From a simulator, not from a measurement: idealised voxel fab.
process module | voxel double patterning
cross-section cut | 255 nm wide | cells 5 nm
A cross-section is a grid of square cells, given in bands from the top down. A band is one or more rows of cells.
Each band's line starts with the height of the band's top and of its bottom, in nm. Then come its materials from left to right, each with its width in nm. One material with "throughout" fills the band from edge to edge. "air" is empty space.
Height 0 is the level under which the wafer as received is all one material. The lowest band goes on downwards, as in "0 down".
A width such as "30 to 40" changes by the same amount from each row of cells to the next, from the band's top row to its bottom row.
"no change" after a step means that no cell of the cross-section changed.
closed voids: empty space of 8 cells or more with no open way to the top, each as width x height at its distance from the left edge, in nm
after a step's settings: what the simulator itself notes on the step
overlay nm, on a step with a mask: how far to the right of its planned place the mask lay; to the left if negative
plan
1 op RECEIVE | material Si
2 op CONFORMAL_DEP | material SiO2 | thk nm 10
3 op DIRECTIONAL_DEP | material polySi | thk nm 15
4 op DIRECTIONAL_DEP | material SiCN | thk nm 5
5 op DIRECTIONAL_DEP | material aC | thk nm 15
6 op PATTERN | tone open | mask id FIRST | material resist | width nm 15 | pitch nm 50 | thk nm 30 | overlay nm 0
7 op DIRECTIONAL_ETCH | etch materials aC | depth nm 15
8 op STRIP | etch materials resist
9 op DIRECTIONAL_ETCH | etch materials SiCN | depth nm 5
10 op STRIP | etch materials aC
11 op MASKED_ETCH | tone open | mask id SECOND | width nm 15 | pitch nm 50 | etch materials SiCN | depth nm 5 | overlay nm -15
12 op DIRECTIONAL_ETCH | etch materials polySi | depth nm 15
13 op STRIP | etch materials SiCN
varied across the wafers: overlay nm of step 11. The plan shows the first wafer's value. All wafers start alike
first wafer as received, after step 1
  0 down: Si throughout
  closed voids: none
each wafer at the end: cells of each material gained (+) or lost (-) since it was received, then its closed voids
overlay nm -15 | +102 SiO2 | +114 polySi | closed voids: none
overlay nm -10 | +102 SiO2 | +108 polySi | closed voids: none
overlay nm -5 | +102 SiO2 | +108 polySi | closed voids: none
overlay nm 0 | +102 SiO2 | +108 polySi | closed voids: none
overlay nm 5 | +102 SiO2 | +108 polySi | closed voids: none
overlay nm 10 | +102 SiO2 | +108 polySi | closed voids: none
overlay nm 15 | +102 SiO2 | +114 polySi | closed voids: none
